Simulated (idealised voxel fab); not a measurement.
process module | voxel capacitor over wiring
cross-section cut | 215 nm wide | cells 5 nm
A cross-section is a grid of square cells, given in bands from the top down. A band is one or more rows of cells.
Each band's line starts with the height of the band's top and of its bottom, in nm. Then come its materials from left to right, each with its width in nm. One material with "throughout" fills the band from edge to edge. "air" is empty space.
Height 0 is the level under which the wafer as received is all one material. The lowest band goes on downwards, as in "0 down".
A width such as "30 to 40" changes by the same amount from each row of cells to the next, from the band's top row to its bottom row.
"no change" after a step means that no cell of the cross-section changed.
closed voids: empty space of 8 cells or more with no open way to the top, each as width x height at its distance from the left edge, in nm
after a step's settings: what the simulator itself notes on the step
overlay nm, on a step with a mask: how far to the right of its planned place the mask lay; to the left if negative
plan
1 op RECEIVE | material Si
2 op CONFORMAL_DEP | material SiO2 | thk nm 15
3 op DIRECTIONAL_DEP | material TiN | thk nm 5
4 op DIRECTIONAL_DEP | material Ru | thk nm 25
5 op PATTERN | tone cover | mask id METAL_1 | material resist | width nm 20 | pitch nm 80 | thk nm 15 | overlay nm 0
6 op DIRECTIONAL_ETCH | etch materials Ru | depth nm 25
7 op DIRECTIONAL_ETCH | etch materials TiN | depth nm 5
8 op STRIP | etch materials resist
9 op FILL_DEP | material SiO2 | thk nm 5
10 op CMP | height nm 45
11 op CONFORMAL_DEP | material SiCN | thk nm 5
12 op DIRECTIONAL_DEP | material SiO2 | thk nm 10
13 op PATTERN | tone open | mask id PLUG_1 | material resist | width nm 15 | thk nm 15 | overlay nm 0
14 op DIRECTIONAL_ETCH | etch materials SiO2 | depth nm 10
15 op DIRECTIONAL_ETCH | etch materials SiCN | depth nm 5
16 op STRIP | etch materials resist
17 op EPI | material Ru | thk nm 10
18 op EPI | material Ru | thk nm 5
19 op DIRECTIONAL_DEP | material TiN | thk nm 10
20 op DIRECTIONAL_DEP | material Al2O3 | thk nm 5
21 op DIRECTIONAL_DEP | material TiN | thk nm 5
22 op DIRECTIONAL_DEP | material aC | thk nm 15
23 op PATTERN | tone cover | mask id UPPER_PLATE | material resist | width nm 65 | thk nm 30 | overlay nm 0
24 op DIRECTIONAL_ETCH | etch materials aC | depth nm 15
25 op STRIP | etch materials resist
26 op DIRECTIONAL_ETCH | etch materials TiN | depth nm 5
27 op DIRECTIONAL_ETCH | etch materials Al2O3 | depth nm 5
28 op STRIP | etch materials aC
29 op PATTERN | tone cover | mask id LOWER_PLATE | material resist | width nm 75 | thk nm 20 | overlay nm 0
30 op DIRECTIONAL_ETCH | etch materials TiN | depth nm 10
31 op STRIP | etch materials resist
32 op FILL_DEP | material SiO2 | thk nm 15
33 op CMP | height nm 90
34 op PATTERN | tone open | mask id PLUG_2 | material resist | width nm 15 | thk nm 15 | overlay nm 0
35 op DIRECTIONAL_ETCH | etch materials SiO2 | depth nm 10
36 op STRIP | etch materials resist
37 op CONFORMAL_DEP | material TiN | thk nm 5
38 op FILL_DEP | material W | thk nm 10
39 op CMP | height nm 90
40 op CONFORMAL_DEP | material SiCN | thk nm 5
as received, after step 1
  0 down: Si throughout
  closed voids: none
a wafer at the end: this start, this plan, one mistake
  95 to 90: SiCN throughout
  90 to 85: SiO2 70 | TiN 5 | W 5 | TiN 5 | SiO2 130
  85 to 75: SiO2 70 to 75 | TiN 15 to 50 | SiO2 130 to 90
  75 to 70: SiO2 60 | TiN 15 | Al2O3 50 | SiO2 90
  70 to 65: SiO2 55 | TiN 5 | Al2O3 15 | TiN 55 | SiO2 85
  65 to 60: SiO2 55 | TiN 75 | SiO2 85
  60 to 55: SiCN 60 | TiN 15 | SiCN 140
  55 to 45: SiO2 throughout
  45 to 20: SiO2 55 | Ru 20 | SiO2 60 | Ru 20 | SiO2 60
  20 to 15: SiO2 55 | TiN 20 | SiO2 60 | TiN 20 | SiO2 60
  15 to 0: SiO2 throughout
  0 down: Si throughout
  closed voids: none
what went wrong: steps 11 and 12 were swapped
